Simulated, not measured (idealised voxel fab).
The document below concerns the process module designated voxel transistor to metal.
For reference, the cross-section in this document is cut, with width 185 nm and square cells of 5 nm.
How to read a cross-section here: the picture is a grid of square cells, written as bands going from the top down, and any band can span one or more rows of cells.
This entry defines a band. It first specifies the height of the band's top and the height of its bottom in nm, and then specifies the band's materials from left to right, stating each material with its width in nm. The word "edge to edge" identifies a single material that fills the band from edge to edge, while the word "air" identifies empty space.
Heights from 0 (as-received wafer is one material below). Bottom band endless downward, as "0 down".
Think of "30 to 40" as a width that walks from the first number to the second as you go down the band, top row to bottom row, taking equal-sized steps from row to row.
Where a step carries "stayed the same", the cross-section came out of it unchanged, cell for cell.
In the "Sealed void inventory" entry, you get each enclosed empty space of 8 cells or more, one with no open way to the top, written width x height at distance, distance from the left edge, in nm.
Step line, after settings: the simulator's comment on this step.
overlay nm: for a step with a mask, the amount by which the mask lay right of where it was planned; a negative amount means left of it.
So here's the lineup of process steps we planned:
| 1 | RECEIVE,material Si |
| 2 | CONFORMAL_DEP,material SiO2,thk nm 5 |
| 3 | CONFORMAL_DEP,material SiN,thk nm 15 |
| 4 | PATTERN,tone cover,mask id ACTIVE,material resist,width nm 105,thk nm 20,overlay nm 0 |
| 5 | DIRECTIONAL_ETCH,etch materials SiN,depth nm 15 |
| 6 | DIRECTIONAL_ETCH,etch materials SiO2,depth nm 5 |
| 7 | DIRECTIONAL_ETCH,etch materials Si,depth nm 30 |
| 8 | STRIP,etch materials resist |
| 9 | FILL_DEP,material SiO2,thk nm 5 |
| 10 | CMP,height nm 20 |
| 11 | SELECTIVE_ETCH,etch materials SiO2,depth nm 5 |
| 12 | STRIP,etch materials SiN |
| 13 | SELECTIVE_ETCH,etch materials SiO2,depth nm 5 |
| 14 | OXIDIZE,depth nm 5 |
| 15 | DIRECTIONAL_DEP,material polySi,thk nm 30 |
| 16 | DIRECTIONAL_DEP,material SiCN,thk nm 10 |
| 17 | PATTERN,tone cover,mask id GATE,material resist,width nm 25,thk nm 20,overlay nm 0 |
| 18 | DIRECTIONAL_ETCH,etch materials SiCN,depth nm 20 |
| 19 | DIRECTIONAL_ETCH,etch materials polySi,depth nm 40 |
| 20 | STRIP,etch materials resist |
| 21 | CONFORMAL_DEP,material SiN,thk nm 10 |
| 22 | DIRECTIONAL_ETCH,etch materials SiN,depth nm 10 |
| 23 | DIRECTIONAL_ETCH,etch materials SiO2,depth nm 5 |
| 24 | DIRECTIONAL_ETCH,etch materials Si,depth nm 10 |
| 25 | EPI,material nSi,thk nm 10 |
| 26 | FILL_DEP,material SiO2,thk nm 10 |
| 27 | CMP,height nm 40 |
| 28 | DIRECTIONAL_DEP,material SiO2,thk nm 15 |
| 29 | PATTERN,tone open,mask id CONTACT,material resist,width nm 20,pitch nm 75,thk nm 15,overlay nm 0 |
| 30 | DIRECTIONAL_ETCH,etch materials SiO2,depth nm 60 |
| 31 | STRIP,etch materials resist |
| 32 | CONFORMAL_DEP,material TiN,thk nm 5 |
| 33 | FILL_DEP,material Ru,thk nm 5 |
| 34 | CMP,height nm 55 |
| 35 | DIRECTIONAL_DEP,material TiN,thk nm 5 |
| 36 | DIRECTIONAL_DEP,material W,thk nm 20 |
| 37 | MASKED_ETCH,tone cover,mask id METAL_1,width nm 20,pitch nm 75,etch materials W,depth nm 20,overlay nm 0 |
| 38 | MASKED_ETCH,tone cover,mask id METAL_1,width nm 20,pitch nm 75,etch materials TiN,depth nm 5,overlay nm 0 |
| 39 | CONFORMAL_DEP,material SiCN,thk nm 5 |
| 40 | FILL_DEP,material SiO2,thk nm 5 |
| 41 | CMP,height nm 80 |
| 42 | CONFORMAL_DEP,material SiCN,thk nm 5 |
Shown in cross-section is the wafer as received, that is, as it stands after step 1:
* 0 down: Si edge to edge
* Sealed void inventory: none
One mistake in running the module, otherwise start and plan as above: cross-section at the end:
* 85 to 80: SiCN edge to edge
* 80 to 65: SiO2 40 | SiCN 5 | W 20 | SiCN 5 | SiO2 45 | SiCN 5 | W 20 | SiCN 5 | SiO2 40
* 65 to 60: SiCN 45 | TiN 20 | SiCN 55 | TiN 20 | SiCN 45
* 60 to 55: TiN 50 | Ru 10 | TiN 65 | Ru 10 | TiN 50
* 55 to 40: SiO2 45 | TiN 5 | Ru 10 | TiN 5 | SiO2 55 | TiN 5 | Ru 10 | TiN 5 | SiO2 45
* 40 to 30: SiO2 45 | TiN 5 | Ru 10 | TiN 5 | SiO2 5 | SiN 10 | SiCN 25 | SiN 10 | SiO2 5 | TiN 5 | Ru 10 | TiN 5 | SiO2 45
* 30 to 10: SiO2 45 | TiN 5 | Ru 10 | TiN 5 | SiO2 5 | SiN 10 | polySi 25 | SiN 10 | SiO2 5 | TiN 5 | Ru 10 | TiN 5 | SiO2 45
* 10 to 5: SiO2 35 | SiN 10 | TiN 20 | SiO2 5 | SiN 10 | polySi 25 | SiN 10 | SiO2 5 | TiN 20 | SiN 10 | SiO2 35
* 5 to 0: SiO2 35 | SiN 10 | nSi 10 | TiN 5 | nSi 10 | SiN 10 | polySi 25 | SiN 10 | nSi 10 | TiN 5 | nSi 10 | SiN 10 | SiO2 35
* 0 to -5: SiO2 45 | nSi 10 | TiN 5 | nSi 10 | SiO2 45 | nSi 10 | TiN 5 | nSi 10 | SiO2 45
* -5 to -15: SiO2 40 | Si 5 | nSi 25 | Si 45 | nSi 25 | Si 5 | SiO2 40
* -15 to -30: SiO2 40 | Si 105 | SiO2 40
* -30 down: Si edge to edge
* Sealed void inventory: none
Misprocessing identified: it should be noted that step 34 was executed with settings other than those planned, the operation and settings actually applied being CMP,height nm 60
